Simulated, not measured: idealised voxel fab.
The following is a process module called voxel double patterning.
The cross-section on display is named cut; it measures 190 nm wide, and its cells are 5 nm squares.
Think of the cross-section as a grid of square cells. We describe it in bands, top to bottom, and each band covers one or more rows of those cells.
Top, bottom (nm), then materials left to right with widths (nm); lone material tagged "everywhere" fills the whole band edge to edge; "air" = empty space.
All heights in this document are referenced to 0, defined as the level beneath which the wafer, as received, consists entirely of one material. The lowest band is not bounded below; it extends indefinitely downward and is written in the form "0 and below".
Width "30..40": first value at the band's top row of cells, second value at its bottom row, equal change from row to row.
When a step is marked "no modifications", none of the cells in the cross-section changed during that step.
In the "Enclosed void entries" entry, you get each enclosed empty space of 8 cells or more, one with no open way to the top, written width x height at distance, distance from the left edge, in nm.
Formally, on a step line, whatever follows the settings is a remark that the simulator itself makes on the step.
overlay nm: right-of-plan distance of the mask on a masked step; negative values mean left-of-plan.
THE PLANNED PROCESS STEPS ARE ENUMERATED HEREUNDER
1,RECEIVE,material Si
2,CONFORMAL_DEP,material SiO2,thk nm 5
3,DIRECTIONAL_DEP,material TiN,thk nm 10
4,DIRECTIONAL_DEP,material SiN,thk nm 10
5,DIRECTIONAL_DEP,material aC,thk nm 15
6,PATTERN,tone open,mask id FIRST,material resist,width nm 15,pitch nm 50,thk nm 30,overlay nm 0
7,DIRECTIONAL_ETCH,etch materials aC,depth nm 15
8,STRIP,etch materials resist
9,DIRECTIONAL_ETCH,etch materials SiN,depth nm 10
10,STRIP,etch materials aC
11,DIRECTIONAL_DEP,material aC,thk nm 15
12,PATTERN,tone open,mask id SECOND,material resist,width nm 15,thk nm 30,overlay nm 0
13,DIRECTIONAL_ETCH,etch materials aC,depth nm 15
14,STRIP,etch materials resist
15,DIRECTIONAL_ETCH,etch materials SiN,depth nm 10
16,STRIP,etch materials aC
17,DIRECTIONAL_ETCH,etch materials TiN,depth nm 10
18,STRIP,etch materials SiN
AS-RECEIVED WAFER CROSS-SECTION (AFTER STEP 1)
  0 and below  Si everywhere
  Enclosed void entries: none
FIGURE: CROSS-SECTIONAL VIEW OF THE WAFER UPON COMPLETION OF THE MODULE, PROCESSED FROM THE INITIAL STATE AND ACCORDING TO THE PLAN DEPICTED ABOVE, WITH ONE ERROR INTRODUCED DURING EXECUTION
  15 down to 5  TiN 55, then air 25, then TiN 5, then air 15, then TiN 5, then air 25, then TiN 60
  5 down to 0  SiO2 everywhere
  0 and below  Si everywhere
  Enclosed void entries: none
Nonconformance to the process plan: step 6 did not use the planned setting and instead ran as PATTERN,tone open,mask id FIRST,material resist,width nm 25,pitch nm 50,thk nm 30,overlay nm 0
